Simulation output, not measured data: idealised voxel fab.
Name of the process module below: voxel capacitor over wiring
cross-section cut | 210 nm wide | cells 5 nm
If you're reading a cross-section in this doc, picture square cells in a grid; it comes to you as bands, top ones listed first down to the bottom, and a band can be one or more rows of cells. Band: top height; bottom height; in nm. Then, left to right: material with width in nm, for each material. "everywhere": a single material spanning edge to edge. "empty": empty space. Basically, 0 is our baseline, since under it the wafer straight out of the box is all one material. The bottom band has no lower end and keeps on going down, so it looks like "z 0 and below". The expression "30 to 40" gives the width at the extremes of the band, the first number at its top row of cells and the second at its bottom row, with the width changing by equal amounts from each row to the next in between. Reading "remained unchanged" for a step: not a cell of the cross-section changed in it. So "Encapsulated voids" is basically the list of trapped voids: any empty space of 8 cells or more that can't reach the top through an opening. They're written width x height at distance, the distance being from the left edge, and it's all nm. Post-settings text on a step line: simulator's own remark regarding the step. overlay nm, on a step with a mask: how far to the right of its planned place the mask lay; to the left if negative.
These are the steps we planned for the process:
1. RECEIVE,material Si
2. CONFORMAL_DEP,material SiO2,thk nm 15
3. DIRECTIONAL_DEP,material TiN,thk nm 5
4. DIRECTIONAL_DEP,material W,thk nm 20
5. PATTERN,tone cover,mask id METAL_1,material resist,width nm 25,pitch nm 85,thk nm 15,overlay nm 0
6. DIRECTIONAL_ETCH,etch materials W,depth nm 20
7. DIRECTIONAL_ETCH,etch materials TiN,depth nm 5
8. STRIP,etch materials resist
9. CONFORMAL_DEP,material SiN,thk nm 5
10. FILL_DEP,material lowk,thk nm 5
11. CMP,height nm 40
12. CONFORMAL_DEP,material SiCN,thk nm 5
13. DIRECTIONAL_DEP,material lowk,thk nm 15
14. DIRECTIONAL_DEP,material aC,thk nm 15
15. PATTERN,tone open,mask id PLUG_1,material resist,width nm 15,thk nm 30,overlay nm 0
16. DIRECTIONAL_ETCH,etch materials aC,depth nm 15
17. STRIP,etch materials resist
18. DIRECTIONAL_ETCH,etch materials lowk,depth nm 15
19. DIRECTIONAL_ETCH,etch materials SiCN,depth nm 5
20. STRIP,etch materials aC
21. EPI,material Ru,thk nm 10
22. EPI,material Ru,thk nm 10
23. DIRECTIONAL_DEP,material TiN,thk nm 10
24. DIRECTIONAL_DEP,material SiN,thk nm 5
25. DIRECTIONAL_DEP,material TiN,thk nm 5
26. PATTERN,tone cover,mask id UPPER_PLATE,material resist,width nm 65,thk nm 15,overlay nm 0
27. DIRECTIONAL_ETCH,etch materials TiN,depth nm 5
28. DIRECTIONAL_ETCH,etch materials SiN,depth nm 5
29. STRIP,etch materials resist
30. PATTERN,tone cover,mask id LOWER_PLATE,material resist,width nm 75,thk nm 20,overlay nm 0
31. DIRECTIONAL_ETCH,etch materials TiN,depth nm 10
32. STRIP,etch materials resist
33. FILL_DEP,material SiO2,thk nm 15
34. CMP,height nm 90
35. DIRECTIONAL_DEP,material aC,thk nm 10
36. PATTERN,tone open,mask id PLUG_2,material resist,width nm 15,thk nm 30,overlay nm 0
37. DIRECTIONAL_ETCH,etch materials aC,depth nm 10
38. STRIP,etch materials resist
39. DIRECTIONAL_ETCH,etch materials SiO2,depth nm 10
40. STRIP,etch materials aC
41. CONFORMAL_DEP,material TiN,thk nm 5
42. FILL_DEP,material Ru,thk nm 10
43. CMP,height nm 90
44. CONFORMAL_DEP,material SiCN,thk nm 5
Shown in cross-section is the wafer as received, that is, as it stands after step 1:
* z 0 and below  Si everywhere
* Encapsulated voids: none
Module complete, cross-section. Starting point and plan per above. One mistake made in running the module:
* z 95 to 90  SiCN everywhere
* z 90 to 85  SiO2=70 | TiN=5 | Ru=5 | TiN=5 | SiO2=125
* z 85 to 75  SiO2=70 to 75 | TiN=15 to 50 | SiO2=125 to 85
* z 75 to 70  SiO2=75 | SiN=50 | SiO2=85
* z 70 to 60  SiO2=55 | TiN=5 | SiO2=15 | TiN=55 | SiO2=80
* z 60 to 55  lowk=60 | TiN=15 | lowk=135
* z 55 to 50  lowk=60 | SiN=15 | lowk=135
* z 50 to 45  lowk=60 | TiN=15 | lowk=135
* z 45 to 40  SiCN=60 | TiN=15 | SiCN=135
* z 40 to 35  lowk=45 | SiN=35 | lowk=50 | SiN=35 | lowk=45
* z 35 to 20  lowk=45 | SiN=5 | W=25 | SiN=5 | lowk=50 | SiN=5 | W=25 | SiN=5 | lowk=45
* z 20 to 15  SiN=50 | W=25 | SiN=60 | W=25 | SiN=50
* z 15 to 0  SiO2 everywhere
* z 0 and below  Si everywhere
* Encapsulated voids: none
Which mistake was made when the wafer was run? step 3 of the plan did not run at all; it was left out
